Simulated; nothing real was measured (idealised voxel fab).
process module | voxel air gaps
cross-section cut | 210 nm wide | cells 5 nm
A cross-section is a grid of square cells, given in bands from the top down. A band is one or more rows of cells.
Each band's line starts with the height of the band's top and of its bottom, in nm. Then come its materials from left to right, each with its width in nm. One material with "throughout" fills the band from edge to edge. "air" is empty space.
Height 0 is the level under which the wafer as received is all one material. The lowest band goes on downwards, as in "0 down".
A width such as "30 to 40" changes by the same amount from each row of cells to the next, from the band's top row to its bottom row.
"no change" after a step means that no cell of the cross-section changed.
closed voids: empty space of 8 cells or more with no open way to the top, each as width x height at its distance from the left edge, in nm
after a step's settings: what the simulator itself notes on the step
overlay nm, on a step with a mask: how far to the right of its planned place the mask lay; to the left if negative
plan
1 op RECEIVE | material Si
2 op CONFORMAL_DEP | material SiO2 | thk nm 15
3 op CONFORMAL_DEP | material SiN | thk nm 5
4 op DIRECTIONAL_DEP | material SiO2 | thk nm 40
5 op PATTERN | tone open | mask id LINES | material resist | width nm 15 | pitch nm 45 | thk nm 20 | overlay nm 0
6 op DIRECTIONAL_ETCH | etch materials SiO2 | depth nm 40
7 op STRIP | etch materials resist
8 op CONFORMAL_DEP | material TiN | thk nm 5
9 op FILL_DEP | material W | thk nm 5
10 op CMP | height nm 60
11 op EPI | material Ru | thk nm 10
12 op SELECTIVE_ETCH | etch materials SiO2 | depth nm 50
13 op CONFORMAL_DEP | material SiN | thk nm 5
varied across the wafers: thk nm of step 8. The plan shows the first wafer's value. All wafers start alike
first wafer as received, after step 1
  0 down: Si throughout
  closed voids: none
each wafer at the end: cells of each material gained (+) or lost (-) since it was received, then its closed voids
thk nm 5 | +56 Ru | +196 SiN | +126 SiO2 | +68 TiN | +28 W | closed voids: 20 x 30 at 50; 20 x 30 at 95; 20 x 30 at 140
thk nm 10 | +56 Ru | +196 SiN | +126 SiO2 | +96 TiN | closed voids: 20 x 30 at 50; 20 x 30 at 95; 20 x 30 at 140
thk nm 15 | +56 Ru | +196 SiN | +126 SiO2 | +96 TiN | closed voids: 20 x 30 at 50; 20 x 30 at 95; 20 x 30 at 140
thk nm 20 | +56 Ru | +196 SiN | +126 SiO2 | +96 TiN | closed voids: 20 x 30 at 50; 20 x 30 at 95; 20 x 30 at 140
